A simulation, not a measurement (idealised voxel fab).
process module | voxel wiring stack
cross-section cut | 185 nm wide | cells 5 nm
A cross-section is a grid of square cells, given in bands from the top down. A band is one or more rows of cells.
Each band's line starts with the height of the band's top and of its bottom, in nm. Then come its materials from left to right, each with its width in nm. One material with "throughout" fills the band from edge to edge. "air" is empty space.
Height 0 is the level under which the wafer as received is all one material. The lowest band goes on downwards, as in "0 down".
A width such as "30 to 40" changes by the same amount from each row of cells to the next, from the band's top row to its bottom row.
"no change" after a step means that no cell of the cross-section changed.
closed voids: empty space of 8 cells or more with no open way to the top, each as width x height at its distance from the left edge, in nm
after a step's settings: what the simulator itself notes on the step
overlay nm, on a step with a mask: how far to the right of its planned place the mask lay; to the left if negative
plan
1 op RECEIVE | material Si
2 op CONFORMAL_DEP | material SiO2 | thk nm 10
3 op CONFORMAL_DEP | material SiN | thk nm 5
4 op DIRECTIONAL_DEP | material SiO2 | thk nm 25
5 op MASKED_ETCH | tone open | mask id METAL_1 | width nm 20 | pitch nm 45 | etch materials SiO2 | depth nm 25 | overlay nm 0
6 op MASKED_ETCH | tone open | mask id METAL_1 | width nm 20 | pitch nm 45 | etch materials SiN | depth nm 5 | overlay nm 0
7 op CONFORMAL_DEP | material TiN | thk nm 5
8 op FILL_DEP | material Cu | thk nm 5
9 op CMP | height nm 40
10 op EPI | material Ru | thk nm 5
11 op FILL_DEP | material SiCN | thk nm 5
12 op DIRECTIONAL_DEP | material lowk | thk nm 30
13 op DIRECTIONAL_DEP | material aC | thk nm 10
14 op PATTERN | tone open | mask id METAL_2_HOLES | material resist | width nm 15 | pitch nm 45 | thk nm 30 | overlay nm 0
15 op DIRECTIONAL_ETCH | etch materials aC | depth nm 10
16 op STRIP | etch materials resist
17 op DIRECTIONAL_ETCH | etch materials lowk | depth nm 30
18 op STRIP | etch materials aC
19 op MASKED_ETCH | tone open | mask id METAL_2 | width nm 20 | pitch nm 45 | etch materials lowk | depth nm 20 | overlay nm 0
20 op MASKED_ETCH | tone open | mask id METAL_2 | width nm 20 | pitch nm 45 | etch materials SiCN | depth nm 5 | overlay nm 0
21 op CONFORMAL_DEP | material TiN | thk nm 5
22 op FILL_DEP | material Cu | thk nm 10
23 op CMP | height nm 80
24 op CONFORMAL_DEP | material SiN | thk nm 5
as received, after step 1
  0 down: Si throughout
  closed voids: none
first wafer at the end, as planned
  85 to 80: SiN throughout
  80 to 65: lowk 15 | TiN 5 | Cu 10 | TiN 5 | lowk 25 | TiN 5 | Cu 10 | TiN 5 | lowk 25 | TiN 5 | Cu 10 | TiN 5 | lowk 25 | TiN 5 | Cu 10 | TiN 5 | lowk 15
  65 to 60: lowk 15 | TiN 5 | Cu 5 | TiN 10 | lowk 25 | TiN 5 | Cu 5 | TiN 10 | lowk 25 | TiN 5 | Cu 5 | TiN 10 | lowk 25 | TiN 5 | Cu 5 | TiN 10 | lowk 15
  60 to 50: lowk 15 | TiN 5 | Cu 5 | TiN 5 | lowk 30 | TiN 5 | Cu 5 | TiN 5 | lowk 30 | TiN 5 | Cu 5 | TiN 5 | lowk 30 | TiN 5 | Cu 5 | TiN 5 | lowk 20
  50 to 45: SiCN 15 | TiN 15 | SiCN 30 | TiN 15 | SiCN 30 | TiN 15 | SiCN 30 | TiN 15 | SiCN 20
  45 to 40: SiCN 10 | Ru 30 | SiCN 15 | Ru 30 | SiCN 15 | Ru 30 | SiCN 15 | Ru 30 | SiCN 10
  40 to 15: SiO2 15 | TiN 5 | Cu 10 | TiN 5 | SiO2 25 | TiN 5 | Cu 10 | TiN 5 | SiO2 25 | TiN 5 | Cu 10 | TiN 5 | SiO2 25 | TiN 5 | Cu 10 | TiN 5 | SiO2 15
  15 to 10: SiN 15 | TiN 20 | SiN 25 | TiN 20 | SiN 25 | TiN 20 | SiN 25 | TiN 20 | SiN 15
  10 to 0: SiO2 throughout
  0 down: Si throughout
  closed voids: none
second wafer at the end: like start, like plan, one mistake
  85 to 80: SiN throughout
  80 to 65: lowk 15 | TiN 5 | Cu 5 | TiN 5 | lowk 30 | TiN 5 | Cu 5 | TiN 5 | lowk 30 | TiN 5 | Cu 5 | TiN 5 | lowk 30 | TiN 5 | Cu 5 | TiN 5 | lowk 20
  65 to 60: lowk 15 | TiN 15 | lowk 30 | TiN 15 | lowk 30 | TiN 15 | lowk 30 | TiN 15 | lowk 20
  60 to 50: lowk throughout
  50 to 45: SiCN throughout
  45 to 40: SiCN 10 | Ru 30 | SiCN 15 | Ru 30 | SiCN 15 | Ru 30 | SiCN 15 | Ru 30 | SiCN 10
  40 to 15: SiO2 15 | TiN 5 | Cu 10 | TiN 5 | SiO2 25 | TiN 5 | Cu 10 | TiN 5 | SiO2 25 | TiN 5 | Cu 10 | TiN 5 | SiO2 25 | TiN 5 | Cu 10 | TiN 5 | SiO2 15
  15 to 10: SiN 15 | TiN 20 | SiN 25 | TiN 20 | SiN 25 | TiN 20 | SiN 25 | TiN 20 | SiN 15
  10 to 0: SiO2 throughout
  0 down: Si throughout
  closed voids: none
what went wrong: step 12 was run twice
at the end the second wafer has, in cells: 24 fewer of Cu | 12 more of SiCN | 28 fewer of TiN | 40 more of lowk
